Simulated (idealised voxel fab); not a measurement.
Process module name: voxel double patterning
cross-section cut | 240 nm wide | cells 5 nm
Cross-section, as written here: a square-cell grid given band by band from the top down, where a band holds one or more rows of cells.
The band entry comprises the height of the band's top followed by the height of its bottom, expressed in nm, and subsequently the band's materials from left to right, each stated together with its width in nm. Where a single material is marked with the word "full width", that material fills the band from edge to edge. The word "air" represents empty space.
Ref level 0: as-received wafer is one material below here. Bottom band extends down with no lower bound ("0 nm and below").
The expression "30 to 40" gives the width at the extremes of the band, the first number at its top row of cells and the second at its bottom row, with the width changing by equal amounts from each row to the next in between.
Step marked "left unchanged"? Then no cell in the cross-section changed in it.
What "Closed internal voids" gives you is every empty space of 8 cells or more that is cut off from the top. Each appears as width x height at distance, with the distance taken from the left edge and width, height and distance all in nm.
Anything after a step's settings on that line? It's the simulator's own note about the step.
You can add "overlay nm" to a step's line. For a step with a mask, it describes how far the mask lay to the right of its planned position, and a negative number describes a lay to the left.
Set out below are the planned steps of the process
1) RECEIVE: material Si
2) CONFORMAL_DEP: material SiO2, thk nm 10
3) DIRECTIONAL_DEP: material W, thk nm 15
4) DIRECTIONAL_DEP: material SiCN, thk nm 5
5) PATTERN: tone open, mask id FIRST, material resist, width nm 15, pitch nm 50, thk nm 15, overlay nm 0
6) DIRECTIONAL_ETCH: etch materials SiCN, depth nm 5
7) STRIP: etch materials resist
8) DIRECTIONAL_DEP: material aC, thk nm 10
9) PATTERN: tone open, mask id SECOND, material resist, width nm 15, thk nm 30, overlay nm 0
10) DIRECTIONAL_ETCH: etch materials aC, depth nm 10
11) STRIP: etch materials resist
12) DIRECTIONAL_ETCH: etch materials SiCN, depth nm 5
13) STRIP: etch materials aC
14) DIRECTIONAL_ETCH: etch materials W, depth nm 15
15) STRIP: etch materials SiCN
Here's what the wafer looked like in cross-section when it arrived - that's after step 1
- 0 nm and below  Si full width
- Closed internal voids: none
As-planned run: cross-section of the first of two wafers at end of module
- 25 nm to 10 nm  85 W, 15 air, 10 W, 15 air, 10 W, 15 air, 90 W
- 10 nm to 0 nm  SiO2 full width
- 0 nm and below  Si full width
- Closed internal voids: none
End of module, second wafer, cross-section. Started like the first, planned like the first, run with one mistake
- 25 nm to 20 nm  85 W, 15 air, 35 W, 15 air, 90 W
- 20 nm to 10 nm  W full width
- 10 nm to 0 nm  SiO2 full width
- 0 nm and below  Si full width
- Closed internal voids: none
Diagnosis: so step 8 ended up running with a different setting than we planned, it ran as DIRECTIONAL_DEP: material W, thk nm 10
Final tally in cells, some materials are higher or lower on the second wafer than on the first: W: 21 more
